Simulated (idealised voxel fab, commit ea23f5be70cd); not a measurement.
Process module in this document: voxel capacitor over wiring
Square cells of 5 nm make up the cross-section cut, whose width is 265 nm.
Think of the cross-section as a grid of square cells. We describe it in bands, top to bottom, and each band covers one or more rows of those cells.
Top, bottom (nm), then materials left to right with widths (nm); lone material tagged "everywhere" fills the whole band edge to edge; "empty" = empty space.
Height is counted from the level 0, under which the received wafer is composed throughout of one material. The lowest of the bands is not closed at the bottom but continues downward, in the notation "top 0, no bottom".
A width given as "30->40" starts at the first number in the band's top row and ends at the second number in its bottom row, shifting by an equal amount at every step from row to row.
Key: "nothing was modified" - step with no changed cell in the cross-section.
Closed-off voids of 8+ cells (no open route to the top) go in "Trapped cavities", written width x height at distance from the left edge, in nm.
Past the settings on a step's line: simulator remark, on that step.
"overlay nm" on a masked step: distance the mask lay right of its planned place, negative for left.

## Process steps - plan
step 1: RECEIVE with material Si
step 2: CONFORMAL_DEP with material SiO2, thk nm 15
step 3: CONFORMAL_DEP with material SiN, thk nm 5
step 4: DIRECTIONAL_DEP with material lowk, thk nm 25
step 5: PATTERN with tone open, mask id METAL_1, material resist, width nm 30, pitch nm 85, thk nm 15, overlay nm 0
step 6: DIRECTIONAL_ETCH with etch materials lowk, depth nm 25
step 7: DIRECTIONAL_ETCH with etch materials SiN, depth nm 5
step 8: STRIP with etch materials resist
step 9: CONFORMAL_DEP with material TiN, thk nm 5
step 10: FILL_DEP with material W, thk nm 10
step 11: CMP with height nm 45
step 12: EPI with material Ru, thk nm 5
step 13: FILL_DEP with material SiCN, thk nm 5
step 14: DIRECTIONAL_DEP with material lowk, thk nm 20
step 15: MASKED_ETCH with tone open, mask id PLUG_1, width nm 15, etch materials lowk, depth nm 20, overlay nm 0
step 16: MASKED_ETCH with tone open, mask id PLUG_1, width nm 15, etch materials SiCN, depth nm 5, overlay nm 0
step 17: CONFORMAL_DEP with material TiN, thk nm 5
step 18: FILL_DEP with material Cu, thk nm 5
step 19: CMP with height nm 75
step 20: DIRECTIONAL_DEP with material TiN, thk nm 10
step 21: DIRECTIONAL_DEP with material HfO2, thk nm 5
step 22: DIRECTIONAL_DEP with material TiN, thk nm 5
step 23: DIRECTIONAL_DEP with material aC, thk nm 15
step 24: PATTERN with tone cover, mask id UPPER_PLATE, material resist, width nm 60, thk nm 35, overlay nm 0
step 25: DIRECTIONAL_ETCH with etch materials aC, depth nm 15
step 26: STRIP with etch materials resist
step 27: DIRECTIONAL_ETCH with etch materials TiN, depth nm 5
step 28: DIRECTIONAL_ETCH with etch materials HfO2, depth nm 5
step 29: STRIP with etch materials aC
step 30: MASKED_ETCH with tone cover, mask id LOWER_PLATE, width nm 70, etch materials TiN, depth nm 10, overlay nm 0
step 31: FILL_DEP with material SiO2, thk nm 15
step 32: CMP with height nm 105
step 33: PATTERN with tone open, mask id PLUG_2, material resist, width nm 15, thk nm 15, overlay nm 0
step 34: DIRECTIONAL_ETCH with etch materials SiO2, depth nm 10
step 35: STRIP with etch materials resist
step 36: CONFORMAL_DEP with material TiN, thk nm 5
step 37: FILL_DEP with material Ru, thk nm 5
step 38: CMP with height nm 105
step 39: CONFORMAL_DEP with material SiCN, thk nm 5

## Cross-section of the incoming wafer, state after step 1
> top 0, no bottom: Si everywhere
> Trapped cavities: none

## End-of-module cross-section. Starting structure and process plan as above; one mistake made in running it
> top 110, bottom 105: SiCN everywhere
> top 105, bottom 100: SiO2: 100; TiN: 5; Ru: 5; TiN: 5; SiO2: 150
> top 100, bottom 90: SiO2: 100->90; TiN: 15->60; SiO2: 150->115
> top 90, bottom 85: SiO2: 90; HfO2: 60; SiO2: 115
> top 85, bottom 75: SiO2: 85; TiN: 70; SiO2: 110
> top 75, bottom 70: Cu: 65; TiN: 30; Cu: 5; TiN: 15; Cu: 35; TiN: 50; Cu: 65
> top 70, bottom 65: TiN: 70; lowk: 20; TiN: 5; Cu: 5; TiN: 5; lowk: 5; TiN: 45; lowk: 40; TiN: 70
> top 65, bottom 55: lowk: 90; TiN: 5; Cu: 5; TiN: 5; lowk: 160
> top 55, bottom 50: lowk: 90; TiN: 15; lowk: 160
> top 50, bottom 45: lowk: 70; Ru: 40; lowk: 45; Ru: 40; lowk: 70
> top 45, bottom 20: lowk: 75; TiN: 5; W: 20; TiN: 5; lowk: 55; TiN: 5; W: 20; TiN: 5; lowk: 75
> top 20, bottom 15: SiN: 75; TiN: 30; SiN: 55; TiN: 30; SiN: 75
> top 15, bottom 0: SiO2 everywhere
> top 0, no bottom: Si everywhere
> Trapped cavities: none
Error vs. plan: the plan's step 13 went unexecuted, having been skipped
